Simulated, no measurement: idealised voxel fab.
A process module follows: voxel self aligned contacts.
Pictured: cross-section cut, 150 nm wide, on a grid of 5 nm square cells.
Cross-section format: a grid of square cells, given as bands from top to bottom; each band is one or more rows of cells. The band entry comprises the height of the band's top followed by the height of its bottom, expressed in nm, and subsequently the band's materials from left to right, each stated together with its width in nm. Where a single material is marked with the word "edge to edge", that material fills the band from edge to edge. The word "blank" represents empty space. Note: height 0 marks the level under which the wafer is uniformly one material as received. Lowest band unbounded below, written "from 0 down". Top row gets the first number, bottom row gets the second, and each row in between changes by the same step: that is how a band width like "30..40" works. Where the words "nothing altered" appear for a step, the cross-section shows no cell changed by that step; every cell remained as before. In the "Trapped cavities" entry, you get each enclosed empty space of 8 cells or more, one with no open way to the top, written width x height at distance, distance from the left edge, in nm. Note: text after step settings on the step line = simulator remark on that step. Among the settings permitted on a step's line is "overlay nm"; applied to a step with a mask, it specifies the extent to which the mask lay to the right of its planned position, whereas a negative figure signifies a position to the left.

plan
1 RECEIVE: material Si
2 OXIDIZE: depth nm 5
3 DIRECTIONAL_DEP: material polySi, thk nm 20
4 DIRECTIONAL_DEP: material SiN, thk nm 20
5 MASKED_ETCH: tone cover, mask id GATE, width nm 35, pitch nm 65, etch materials SiN, depth nm 20, overlay nm 0
6 MASKED_ETCH: tone cover, mask id GATE, width nm 35, pitch nm 65, etch materials polySi, depth nm 20, overlay nm 0
7 CONFORMAL_DEP: material SiN, thk nm 5
8 DIRECTIONAL_ETCH: etch materials SiN, depth nm 5
9 FILL_DEP: material SiO2, thk nm 20
10 CMP: height nm 50
11 MASKED_ETCH: tone open, mask id CONTACT, width nm 40, etch materials SiO2, depth nm 55, overlay nm 0
12 CONFORMAL_DEP: material TiN, thk nm 5
13 FILL_DEP: material Ru, thk nm 5
14 CMP: height nm 50
15 CONFORMAL_DEP: material SiN, thk nm 5
Variable across wafers: step 2 depth nm (plan value is that of the first wafer; starting state common to all).

First wafer of several, as received: cross-section after step 1
from 0 down = Si edge to edge
Trapped cavities: none

wafer rows; end of module; cells per material since receipt: (+) gained, (-) lost; then closed voids
depth nm 5; +24 Ru; -30 Si; +118 SiN; +134 SiO2; +28 TiN; +56 polySi; Trapped cavities: none
depth nm 10; +24 Ru; -60 Si; +118 SiN; +164 SiO2; +28 TiN; +56 polySi; Trapped cavities: none
depth nm 15; +24 Ru; -90 Si; +118 SiN; +194 SiO2; +28 TiN; +56 polySi; Trapped cavities: none
depth nm 20; +24 Ru; -120 Si; +118 SiN; +224 SiO2; +28 TiN; +56 polySi; Trapped cavities: none
